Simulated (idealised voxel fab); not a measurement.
process module | voxel air gaps
cross-section cut | 240 nm wide | cells 5 nm
A cross-section is a grid of square cells, given in bands from the top down. A band is one or more rows of cells.
Each band's line starts with the height of the band's top and of its bottom, in nm. Then come its materials from left to right, each with its width in nm. One material with "throughout" fills the band from edge to edge. "air" is empty space.
Height 0 is the level under which the wafer as received is all one material. The lowest band goes on downwards, as in "0 down".
A width such as "30 to 40" changes by the same amount from each row of cells to the next, from the band's top row to its bottom row.
"no change" after a step means that no cell of the cross-section changed.
closed voids: empty space of 8 cells or more with no open way to the top, each as width x height at its distance from the left edge, in nm
after a step's settings: what the simulator itself notes on the step
overlay nm, on a step with a mask: how far to the right of its planned place the mask lay; to the left if negative
plan
1 op RECEIVE | material Si
2 op CONFORMAL_DEP | material SiO2 | thk nm 15
3 op CONFORMAL_DEP | material SiN | thk nm 5
4 op DIRECTIONAL_DEP | material SiO2 | thk nm 30
5 op MASKED_ETCH | tone open | mask id LINES | width nm 25 | pitch nm 55 | etch materials SiO2 | depth nm 30 | overlay nm 0
6 op CONFORMAL_DEP | material TiN | thk nm 5
7 op FILL_DEP | material W | thk nm 5
8 op CMP | height nm 50
9 op EPI | material Ru | thk nm 10
10 op SELECTIVE_ETCH | etch materials SiO2 | depth nm 40
11 op CONFORMAL_DEP | material SiN | thk nm 5
first wafer, as planned
as received, after step 1
  0 down: Si throughout
  closed voids: none
after step 2
  15 to 0: SiO2 throughout
  below 0: unchanged
after step 3
  20 to 15: SiN throughout
  below 15: unchanged
after step 4
  50 to 20: SiO2 throughout
  below 20: unchanged
after step 5
  50 to 20: SiO2 50 | air 25 | SiO2 30 | air 25 | SiO2 30 | air 25 | SiO2 55
  below 20: unchanged
after step 6
  55 to 50: TiN 55 | air 15 | TiN 40 | air 15 | TiN 40 | air 15 | TiN 60
  50 to 25: SiO2 50 | TiN 5 | air 15 | TiN 5 | SiO2 30 | TiN 5 | air 15 | TiN 5 | SiO2 30 | TiN 5 | air 15 | TiN 5 | SiO2 55
  25 to 20: SiO2 50 | TiN 25 | SiO2 30 | TiN 25 | SiO2 30 | TiN 25 | SiO2 55
  below 20: unchanged
after step 7
  60 to 55: W throughout
  55 to 50: TiN 55 | W 15 | TiN 40 | W 15 | TiN 40 | W 15 | TiN 60
  50 to 25: SiO2 50 | TiN 5 | W 15 | TiN 5 | SiO2 30 | TiN 5 | W 15 | TiN 5 | SiO2 30 | TiN 5 | W 15 | TiN 5 | SiO2 55
  below 25: unchanged
after step 8
  50 to 25: SiO2 50 | TiN 5 | W 15 | TiN 5 | SiO2 30 | TiN 5 | W 15 | TiN 5 | SiO2 30 | TiN 5 | W 15 | TiN 5 | SiO2 55
  below 25: unchanged
after step 9
  60 to 50: air 40 | Ru 45 | air 10 | Ru 45 | air 10 | Ru 45 | air 45
  below 50: unchanged
after step 10
  60 to 50: air 40 | Ru 45 | air 10 | Ru 45 | air 10 | Ru 45 | air 45
  50 to 25: air 50 | TiN 5 | W 15 | TiN 5 | air 30 | TiN 5 | W 15 | TiN 5 | air 30 | TiN 5 | W 15 | TiN 5 | air 55
  25 to 20: air 50 | TiN 25 | air 30 | TiN 25 | air 30 | TiN 25 | air 55
  below 20: unchanged
after step 11
  65 to 60: air 35 | SiN 165 | air 40
  60 to 50: air 35 | SiN 5 | Ru 45 | SiN 10 | Ru 45 | SiN 10 | Ru 45 | SiN 5 | air 40
  50 to 45: air 35 | SiN 15 | TiN 5 | W 15 | TiN 5 | SiN 30 | TiN 5 | W 15 | TiN 5 | SiN 30 | TiN 5 | W 15 | TiN 5 | SiN 15 | air 40
  45 to 25: air 45 | SiN 5 | TiN 5 | W 15 | TiN 5 | SiN 5 | air 20 | SiN 5 | TiN 5 | W 15 | TiN 5 | SiN 5 | air 20 | SiN 5 | TiN 5 | W 15 | TiN 5 | SiN 5 | air 50
  25 to 20: SiN 50 | TiN 25 | SiN 30 | TiN 25 | SiN 30 | TiN 25 | SiN 55
  below 20: unchanged
  closed voids: 20 x 20 at 80; 20 x 20 at 135
second wafer: like start, like plan, one mistake. Through step 4 it matches the first wafer
when step 5 should have ended
  50 to 20: SiO2 55 | air 25 | SiO2 30 | air 25 | SiO2 30 | air 25 | SiO2 50
  below 20: unchanged
when step 6 should have ended
  55 to 50: TiN 60 | air 15 | TiN 40 | air 15 | TiN 40 | air 15 | TiN 55
  50 to 25: SiO2 55 | TiN 5 | air 15 | TiN 5 | SiO2 30 | TiN 5 | air 15 | TiN 5 | SiO2 30 | TiN 5 | air 15 | TiN 5 | SiO2 50
  25 to 20: SiO2 55 | TiN 25 | SiO2 30 | TiN 25 | SiO2 30 | TiN 25 | SiO2 50
  below 20: unchanged
when step 7 should have ended
  60 to 55: W throughout
  55 to 50: TiN 60 | W 15 | TiN 40 | W 15 | TiN 40 | W 15 | TiN 55
  50 to 25: SiO2 55 | TiN 5 | W 15 | TiN 5 | SiO2 30 | TiN 5 | W 15 | TiN 5 | SiO2 30 | TiN 5 | W 15 | TiN 5 | SiO2 50
  below 25: unchanged
when step 8 should have ended
  50 to 25: SiO2 55 | TiN 5 | W 15 | TiN 5 | SiO2 30 | TiN 5 | W 15 | TiN 5 | SiO2 30 | TiN 5 | W 15 | TiN 5 | SiO2 50
  below 25: unchanged
when step 9 should have ended
  60 to 50: air 45 | Ru 45 | air 10 | Ru 45 | air 10 | Ru 45 | air 40
  below 50: unchanged
when step 10 should have ended
  60 to 50: air 45 | Ru 45 | air 10 | Ru 45 | air 10 | Ru 45 | air 40
  50 to 25: air 55 | TiN 5 | W 15 | TiN 5 | air 30 | TiN 5 | W 15 | TiN 5 | air 30 | TiN 5 | W 15 | TiN 5 | air 50
  25 to 20: air 55 | TiN 25 | air 30 | TiN 25 | air 30 | TiN 25 | air 50
  below 20: unchanged
when step 11 should have ended
  65 to 60: air 40 | SiN 165 | air 35
  60 to 50: air 40 | SiN 5 | Ru 45 | SiN 10 | Ru 45 | SiN 10 | Ru 45 | SiN 5 | air 35
  50 to 45: air 40 | SiN 15 | TiN 5 | W 15 | TiN 5 | SiN 30 | TiN 5 | W 15 | TiN 5 | SiN 30 | TiN 5 | W 15 | TiN 5 | SiN 15 | air 35
  45 to 25: air 50 | SiN 5 | TiN 5 | W 15 | TiN 5 | SiN 5 | air 20 | SiN 5 | TiN 5 | W 15 | TiN 5 | SiN 5 | air 20 | SiN 5 | TiN 5 | W 15 | TiN 5 | SiN 5 | air 45
  25 to 20: SiN 55 | TiN 25 | SiN 30 | TiN 25 | SiN 30 | TiN 25 | SiN 50
  below 20: unchanged
  closed voids: 20 x 20 at 85; 20 x 20 at 140
what went wrong: step 5 ran as: op MASKED_ETCH | tone open | mask id LINES | width nm 25 | pitch nm 55 | etch materials SiO2 | depth nm 30 | overlay nm 5
at the end the second wafer has, in cells: as many of each material as the first, in other places
